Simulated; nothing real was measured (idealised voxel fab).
Process module under the name voxel spacer lines
Cross-section cut spans 220 nm and uses square cells 5 nm in size.
Notation: cross-section as square-cell grid; stated in bands, top first, going down; one or more cell rows per band. In this notation a band is specified by the heights of its top and bottom, in that order and in nm, after which its materials appear from left to right, each paired with its width in nm. The word "throughout" attached to a single material means that material fills the band from edge to edge; the word "blank" stands for empty space. Heights are expressed relative to 0, this being the level below which the as-received wafer comprises one material exclusively. The lowest band is unbounded in the downward direction and is denoted as in "0 nm and below". A two-number width, for instance "30->40", indicates that the width is equal to the first number in the top row of the band and to the second number in the bottom row, and that it changes by a constant amount per row of cells. "nothing altered" means the step left every cell of the cross-section as it was. The entry "Trapped cavities" lists the empty spaces that cover at least 8 cells and have no open path to the top. Each is written as width x height at distance, where the distance is measured from the left edge and all three values are in nm. On a step's line, text after the settings is the simulator commenting on that step. You can add "overlay nm" to a step's line. For a step with a mask, it describes how far the mask lay to the right of its planned position, and a negative number describes a lay to the left.
-- Process steps (planned)
1) RECEIVE, material Si
2) CONFORMAL_DEP, material Al2O3, thk nm 5
3) DIRECTIONAL_DEP, material polySi, thk nm 15
4) DIRECTIONAL_DEP, material aC, thk nm 30
5) PATTERN, tone cover, mask id MANDREL, material resist, width nm 25, pitch nm 80, thk nm 40, overlay nm 0
6) DIRECTIONAL_ETCH, etch materials aC, depth nm 30
7) STRIP, etch materials resist
8) CONFORMAL_DEP, material SiN, thk nm 15
9) DIRECTIONAL_ETCH, etch materials SiN, depth nm 5
10) STRIP, etch materials aC
11) DIRECTIONAL_ETCH, etch materials polySi, depth nm 15
12) STRIP, etch materials SiN
The wafers are alike at the start. At step 9, their depth nm differs. The plan lists the first wafer's value.
-- Cross-section of the first of several received wafers, showing its state after step 1
* 0 nm and below = Si throughout
* Trapped cavities: none
-- Wafer rows, end of module: cells per material gained (+) or lost (-) since receipt; closed voids last
depth nm 5 | +44 Al2O3 | +90 aC | +132 polySi | Trapped cavities: none
depth nm 10 | +44 Al2O3 | +90 aC | +132 polySi | Trapped cavities: none
depth nm 15 | +44 Al2O3 | +54 polySi | Trapped cavities: none
depth nm 20 | +44 Al2O3 | +54 polySi | Trapped cavities: none
depth nm 25 | +44 Al2O3 | +54 polySi | Trapped cavities: none
depth nm 30 | +44 Al2O3 | +54 polySi | Trapped cavities: none
